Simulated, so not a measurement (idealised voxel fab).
process module | voxel wiring stack
cross-section cut | 205 nm wide | cells 5 nm
A cross-section is a grid of square cells, given in bands from the top down. A band is one or more rows of cells.
Each band's line starts with the height of the band's top and of its bottom, in nm. Then come its materials from left to right, each with its width in nm. One material with "throughout" fills the band from edge to edge. "air" is empty space.
Height 0 is the level under which the wafer as received is all one material. The lowest band goes on downwards, as in "0 down".
A width such as "30 to 40" changes by the same amount from each row of cells to the next, from the band's top row to its bottom row.
"no change" after a step means that no cell of the cross-section changed.
closed voids: empty space of 8 cells or more with no open way to the top, each as width x height at its distance from the left edge, in nm
after a step's settings: what the simulator itself notes on the step
overlay nm, on a step with a mask: how far to the right of its planned place the mask lay; to the left if negative
plan
1 op RECEIVE | material Si
2 op CONFORMAL_DEP | material SiO2 | thk nm 10
3 op CONFORMAL_DEP | material SiCN | thk nm 5
4 op DIRECTIONAL_DEP | material SiO2 | thk nm 25
5 op PATTERN | tone open | mask id METAL_1 | material resist | width nm 25 | pitch nm 40 | thk nm 15 | overlay nm 0
6 op DIRECTIONAL_ETCH | etch materials SiO2 | depth nm 25
7 op DIRECTIONAL_ETCH | etch materials SiCN | depth nm 5
8 op STRIP | etch materials resist
9 op CONFORMAL_DEP | material TiN | thk nm 5
10 op FILL_DEP | material Cu | thk nm 5
11 op CMP | height nm 40
12 op EPI | material Ru | thk nm 5
13 op FILL_DEP | material SiCN | thk nm 5
14 op DIRECTIONAL_DEP | material SiO2 | thk nm 10
15 op MASKED_ETCH | tone open | mask id PLUG_1 | width nm 15 | pitch nm 40 | etch materials SiO2 | depth nm 10 | overlay nm 0
16 op MASKED_ETCH | tone open | mask id PLUG_1 | width nm 15 | pitch nm 40 | etch materials SiCN | depth nm 5 | overlay nm 0
17 op EPI | material Ru | thk nm 10
18 op EPI | material Ru | thk nm 5
19 op CONFORMAL_DEP | material SiN | thk nm 5
20 op DIRECTIONAL_DEP | material SiO2 | thk nm 25
21 op MASKED_ETCH | tone open | mask id METAL_2 | width nm 25 | pitch nm 40 | etch materials SiO2 | depth nm 25 | overlay nm 0
22 op MASKED_ETCH | tone open | mask id METAL_2 | width nm 25 | pitch nm 40 | etch materials SiN | depth nm 5 | overlay nm 0
23 op CONFORMAL_DEP | material TiN | thk nm 5
24 op FILL_DEP | material Cu | thk nm 5
25 op CMP | height nm 90
26 op CONFORMAL_DEP | material SiCN | thk nm 5
27 op DIRECTIONAL_DEP | material lowk | thk nm 15
28 op MASKED_ETCH | tone open | mask id PLUG_2 | width nm 15 | pitch nm 40 | etch materials lowk | depth nm 15 | overlay nm 0
29 op MASKED_ETCH | tone open | mask id PLUG_2 | width nm 15 | pitch nm 40 | etch materials SiCN | depth nm 5 | overlay nm 0
30 op EPI | material Ru | thk nm 10
31 op EPI | material Ru | thk nm 10
32 op CONFORMAL_DEP | material SiCN | thk nm 5
33 op DIRECTIONAL_DEP | material lowk | thk nm 20
34 op DIRECTIONAL_DEP | material aC | thk nm 15
35 op PATTERN | tone open | mask id METAL_3 | material resist | width nm 25 | pitch nm 40 | thk nm 35 | overlay nm 0
36 op DIRECTIONAL_ETCH | etch materials aC | depth nm 15
37 op STRIP | etch materials resist
38 op DIRECTIONAL_ETCH | etch materials lowk | depth nm 20
39 op DIRECTIONAL_ETCH | etch materials SiCN | depth nm 5
40 op STRIP | etch materials aC
41 op CONFORMAL_DEP | material TiN | thk nm 5
42 op FILL_DEP | material Cu | thk nm 10
43 op CMP | height nm 135
44 op CONFORMAL_DEP | material SiN | thk nm 5
first wafer, as planned
as received, after step 1
  0 down: Si throughout
  closed voids: none
after step 2
  10 to 0: SiO2 throughout
  below 0: unchanged
after step 3
  15 to 10: SiCN throughout
  below 10: unchanged
after step 4
  40 to 15: SiO2 throughout
  below 15: unchanged
after step 5
  55 to 40: resist 30 | air 25 | resist 15 | air 25 | resist 15 | air 25 | resist 15 | air 25 | resist 30
  below 40: unchanged
after step 6
  55 to 40: resist 30 | air 25 | resist 15 | air 25 | resist 15 | air 25 | resist 15 | air 25 | resist 30
  40 to 15: SiO2 30 | air 25 | SiO2 15 | air 25 | SiO2 15 | air 25 | SiO2 15 | air 25 | SiO2 30
  below 15: unchanged
after step 7
  55 to 40: resist 30 | air 25 | resist 15 | air 25 | resist 15 | air 25 | resist 15 | air 25 | resist 30
  40 to 15: SiO2 30 | air 25 | SiO2 15 | air 25 | SiO2 15 | air 25 | SiO2 15 | air 25 | SiO2 30
  15 to 10: SiCN 30 | air 25 | SiCN 15 | air 25 | SiCN 15 | air 25 | SiCN 15 | air 25 | SiCN 30
  below 10: unchanged
after step 8
  40 to 15: SiO2 30 | air 25 | SiO2 15 | air 25 | SiO2 15 | air 25 | SiO2 15 | air 25 | SiO2 30
  below 15: unchanged
after step 9
  45 to 40: TiN 35 | air 15 | TiN 25 | air 15 | TiN 25 | air 15 | TiN 25 | air 15 | TiN 35
  40 to 15: SiO2 30 | TiN 5 | air 15 | TiN 5 | SiO2 15 | TiN 5 | air 15 | TiN 5 | SiO2 15 | TiN 5 | air 15 | TiN 5 | SiO2 15 | TiN 5 | air 15 | TiN 5 | SiO2 30
  15 to 10: SiCN 30 | TiN 25 | SiCN 15 | TiN 25 | SiCN 15 | TiN 25 | SiCN 15 | TiN 25 | SiCN 30
  below 10: unchanged
after step 10
  50 to 45: Cu throughout
  45 to 40: TiN 35 | Cu 15 | TiN 25 | Cu 15 | TiN 25 | Cu 15 | TiN 25 | Cu 15 | TiN 35
  40 to 15: SiO2 30 | TiN 5 | Cu 15 | TiN 5 | SiO2 15 | TiN 5 | Cu 15 | TiN 5 | SiO2 15 | TiN 5 | Cu 15 | TiN 5 | SiO2 15 | TiN 5 | Cu 15 | TiN 5 | SiO2 30
  below 15: unchanged
after step 11
  40 to 15: SiO2 30 | TiN 5 | Cu 15 | TiN 5 | SiO2 15 | TiN 5 | Cu 15 | TiN 5 | SiO2 15 | TiN 5 | Cu 15 | TiN 5 | SiO2 15 | TiN 5 | Cu 15 | TiN 5 | SiO2 30
  below 15: unchanged
after step 12
  45 to 40: air 25 | Ru 35 | air 5 | Ru 35 | air 5 | Ru 35 | air 5 | Ru 35 | air 25
  below 40: unchanged
after step 13
  50 to 45: SiCN throughout
  45 to 40: SiCN 25 | Ru 35 | SiCN 5 | Ru 35 | SiCN 5 | Ru 35 | SiCN 5 | Ru 35 | SiCN 25
  below 40: unchanged
after step 14
  60 to 50: SiO2 throughout
  below 50: unchanged
after step 15
  60 to 50: SiO2 30 | air 15 | SiO2 25 | air 15 | SiO2 25 | air 15 | SiO2 25 | air 15 | SiO2 40
  below 50: unchanged
after step 16
  60 to 50: SiO2 30 | air 15 | SiO2 25 | air 15 | SiO2 25 | air 15 | SiO2 25 | air 15 | SiO2 40
  50 to 45: SiCN 30 | air 15 | SiCN 25 | air 15 | SiCN 25 | air 15 | SiCN 25 | air 15 | SiCN 40
  below 45: unchanged
after step 17
  60 to 55: SiO2 30 | air 15 | SiO2 25 | air 15 | SiO2 25 | air 15 | SiO2 25 | air 15 | SiO2 40
  55 to 50: SiO2 30 | Ru 15 | SiO2 25 | Ru 15 | SiO2 25 | Ru 15 | SiO2 25 | Ru 15 | SiO2 40
  50 to 40: SiCN 30 to 25 | Ru 15 to 35 | SiCN 25 to 5 | Ru 15 to 35 | SiCN 25 to 5 | Ru 15 to 35 | SiCN 25 to 5 | Ru 15 to 35 | SiCN 40 to 25
  below 40: unchanged
after step 18
  60 to 50: SiO2 30 | Ru 15 | SiO2 25 | Ru 15 | SiO2 25 | Ru 15 | SiO2 25 | Ru 15 | SiO2 40
  below 50: unchanged
after step 19
  65 to 60: SiN throughout
  below 60: unchanged
after step 20
  90 to 65: SiO2 throughout
  below 65: unchanged
after step 21
  90 to 65: SiO2 30 | air 25 | SiO2 15 | air 25 | SiO2 15 | air 25 | SiO2 15 | air 25 | SiO2 30
  below 65: unchanged
after step 22
  90 to 65: SiO2 30 | air 25 | SiO2 15 | air 25 | SiO2 15 | air 25 | SiO2 15 | air 25 | SiO2 30
  65 to 60: SiN 30 | air 25 | SiN 15 | air 25 | SiN 15 | air 25 | SiN 15 | air 25 | SiN 30
  below 60: unchanged
after step 23
  95 to 90: TiN 35 | air 15 | TiN 25 | air 15 | TiN 25 | air 15 | TiN 25 | air 15 | TiN 35
  90 to 65: SiO2 30 | TiN 5 | air 15 | TiN 5 | SiO2 15 | TiN 5 | air 15 | TiN 5 | SiO2 15 | TiN 5 | air 15 | TiN 5 | SiO2 15 | TiN 5 | air 15 | TiN 5 | SiO2 30
  65 to 60: SiN 30 | TiN 25 | SiN 15 | TiN 25 | SiN 15 | TiN 25 | SiN 15 | TiN 25 | SiN 30
  below 60: unchanged
after step 24
  100 to 95: Cu throughout
  95 to 90: TiN 35 | Cu 15 | TiN 25 | Cu 15 | TiN 25 | Cu 15 | TiN 25 | Cu 15 | TiN 35
  90 to 65: SiO2 30 | TiN 5 | Cu 15 | TiN 5 | SiO2 15 | TiN 5 | Cu 15 | TiN 5 | SiO2 15 | TiN 5 | Cu 15 | TiN 5 | SiO2 15 | TiN 5 | Cu 15 | TiN 5 | SiO2 30
  below 65: unchanged
after step 25
  90 to 65: SiO2 30 | TiN 5 | Cu 15 | TiN 5 | SiO2 15 | TiN 5 | Cu 15 | TiN 5 | SiO2 15 | TiN 5 | Cu 15 | TiN 5 | SiO2 15 | TiN 5 | Cu 15 | TiN 5 | SiO2 30
  below 65: unchanged
after step 26
  95 to 90: SiCN throughout
  below 90: unchanged
after step 27
  110 to 95: lowk throughout
  below 95: unchanged
after step 28
  110 to 95: lowk 30 | air 15 | lowk 25 | air 15 | lowk 25 | air 15 | lowk 25 | air 15 | lowk 40
  below 95: unchanged
after step 29
  110 to 95: lowk 30 | air 15 | lowk 25 | air 15 | lowk 25 | air 15 | lowk 25 | air 15 | lowk 40
  95 to 90: SiCN 30 | air 15 | SiCN 25 | air 15 | SiCN 25 | air 15 | SiCN 25 | air 15 | SiCN 40
  below 90: unchanged
after step 30
  110 to 100: lowk 30 | air 15 | lowk 25 | air 15 | lowk 25 | air 15 | lowk 25 | air 15 | lowk 40
  100 to 95: lowk 30 | Ru 15 | lowk 25 | Ru 15 | lowk 25 | Ru 15 | lowk 25 | Ru 15 | lowk 40
  95 to 90: SiCN 30 | Ru 15 | SiCN 25 | Ru 15 | SiCN 25 | Ru 15 | SiCN 25 | Ru 15 | SiCN 40
  below 90: unchanged
after step 31
  110 to 95: lowk 30 | Ru 15 | lowk 25 | Ru 15 | lowk 25 | Ru 15 | lowk 25 | Ru 15 | lowk 40
  below 95: unchanged
after step 32
  115 to 110: SiCN throughout
  below 110: unchanged
after step 33
  135 to 115: lowk throughout
  below 115: unchanged
after step 34
  150 to 135: aC throughout
  below 135: unchanged
after step 35
  185 to 150: resist 30 | air 25 | resist 15 | air 25 | resist 15 | air 25 | resist 15 | air 25 | resist 30
  below 150: unchanged
after step 36
  170 to 150: resist 30 | air 25 | resist 15 | air 25 | resist 15 | air 25 | resist 15 | air 25 | resist 30
  150 to 135: aC 30 | air 25 | aC 15 | air 25 | aC 15 | air 25 | aC 15 | air 25 | aC 30
  below 135: unchanged
after step 37
  150 to 135: aC 30 | air 25 | aC 15 | air 25 | aC 15 | air 25 | aC 15 | air 25 | aC 30
  below 135: unchanged
after step 38
  150 to 135: aC 30 | air 25 | aC 15 | air 25 | aC 15 | air 25 | aC 15 | air 25 | aC 30
  135 to 115: lowk 30 | air 25 | lowk 15 | air 25 | lowk 15 | air 25 | lowk 15 | air 25 | lowk 30
  below 115: unchanged
after step 39
  150 to 135: aC 30 | air 25 | aC 15 | air 25 | aC 15 | air 25 | aC 15 | air 25 | aC 30
  135 to 115: lowk 30 | air 25 | lowk 15 | air 25 | lowk 15 | air 25 | lowk 15 | air 25 | lowk 30
  115 to 110: SiCN 30 | air 25 | SiCN 15 | air 25 | SiCN 15 | air 25 | SiCN 15 | air 25 | SiCN 30
  below 110: unchanged
after step 40
  135 to 115: lowk 30 | air 25 | lowk 15 | air 25 | lowk 15 | air 25 | lowk 15 | air 25 | lowk 30
  below 115: unchanged
after step 41
  140 to 135: TiN 35 | air 15 | TiN 25 | air 15 | TiN 25 | air 15 | TiN 25 | air 15 | TiN 35
  135 to 115: lowk 30 | TiN 5 | air 15 | TiN 5 | lowk 15 | TiN 5 | air 15 | TiN 5 | lowk 15 | TiN 5 | air 15 | TiN 5 | lowk 15 | TiN 5 | air 15 | TiN 5 | lowk 30
  115 to 110: SiCN 30 | TiN 25 | SiCN 15 | TiN 25 | SiCN 15 | TiN 25 | SiCN 15 | TiN 25 | SiCN 30
  below 110: unchanged
after step 42
  150 to 140: Cu throughout
  140 to 135: TiN 35 | Cu 15 | TiN 25 | Cu 15 | TiN 25 | Cu 15 | TiN 25 | Cu 15 | TiN 35
  135 to 115: lowk 30 | TiN 5 | Cu 15 | TiN 5 | lowk 15 | TiN 5 | Cu 15 | TiN 5 | lowk 15 | TiN 5 | Cu 15 | TiN 5 | lowk 15 | TiN 5 | Cu 15 | TiN 5 | lowk 30
  below 115: unchanged
after step 43
  135 to 115: lowk 30 | TiN 5 | Cu 15 | TiN 5 | lowk 15 | TiN 5 | Cu 15 | TiN 5 | lowk 15 | TiN 5 | Cu 15 | TiN 5 | lowk 15 | TiN 5 | Cu 15 | TiN 5 | lowk 30
  below 115: unchanged
after step 44
  140 to 135: SiN throughout
  below 135: unchanged
second wafer: like start, like plan, one mistake. Through step 31 it matches the first wafer
when step 32 should have ended
  130 to 110: lowk throughout
  below 110: unchanged
when step 33 should have ended
  135 to 130: SiCN throughout
  below 130: unchanged
when step 34 should have ended
  150 to 135: aC throughout
  below 135: unchanged
when step 35 should have ended
  185 to 150: resist 30 | air 25 | resist 15 | air 25 | resist 15 | air 25 | resist 15 | air 25 | resist 30
  below 150: unchanged
when step 36 should have ended
  170 to 150: resist 30 | air 25 | resist 15 | air 25 | resist 15 | air 25 | resist 15 | air 25 | resist 30
  150 to 135: aC 30 | air 25 | aC 15 | air 25 | aC 15 | air 25 | aC 15 | air 25 | aC 30
  below 135: unchanged
when step 37 should have ended
  150 to 135: aC 30 | air 25 | aC 15 | air 25 | aC 15 | air 25 | aC 15 | air 25 | aC 30
  below 135: unchanged
when step 38 should have ended: no change
when step 39 should have ended
  150 to 135: aC 30 | air 25 | aC 15 | air 25 | aC 15 | air 25 | aC 15 | air 25 | aC 30
  135 to 130: SiCN 30 | air 25 | SiCN 15 | air 25 | SiCN 15 | air 25 | SiCN 15 | air 25 | SiCN 30
  below 130: unchanged
when step 40 should have ended
  135 to 130: SiCN 30 | air 25 | SiCN 15 | air 25 | SiCN 15 | air 25 | SiCN 15 | air 25 | SiCN 30
  below 130: unchanged
when step 41 should have ended
  140 to 135: TiN 35 | air 15 | TiN 25 | air 15 | TiN 25 | air 15 | TiN 25 | air 15 | TiN 35
  135 to 130: SiCN 30 | TiN 25 | SiCN 15 | TiN 25 | SiCN 15 | TiN 25 | SiCN 15 | TiN 25 | SiCN 30
  below 130: unchanged
when step 42 should have ended
  150 to 140: Cu throughout
  140 to 135: TiN 35 | Cu 15 | TiN 25 | Cu 15 | TiN 25 | Cu 15 | TiN 25 | Cu 15 | TiN 35
  below 135: unchanged
when step 43 should have ended
  135 to 130: SiCN 30 | TiN 25 | SiCN 15 | TiN 25 | SiCN 15 | TiN 25 | SiCN 15 | TiN 25 | SiCN 30
  below 130: unchanged
when step 44 should have ended
  140 to 135: SiN throughout
  below 135: unchanged
what went wrong: steps 32 and 33 were swapped
at the end the second wafer has, in cells: 48 fewer of Cu | 32 fewer of TiN | 80 more of lowk
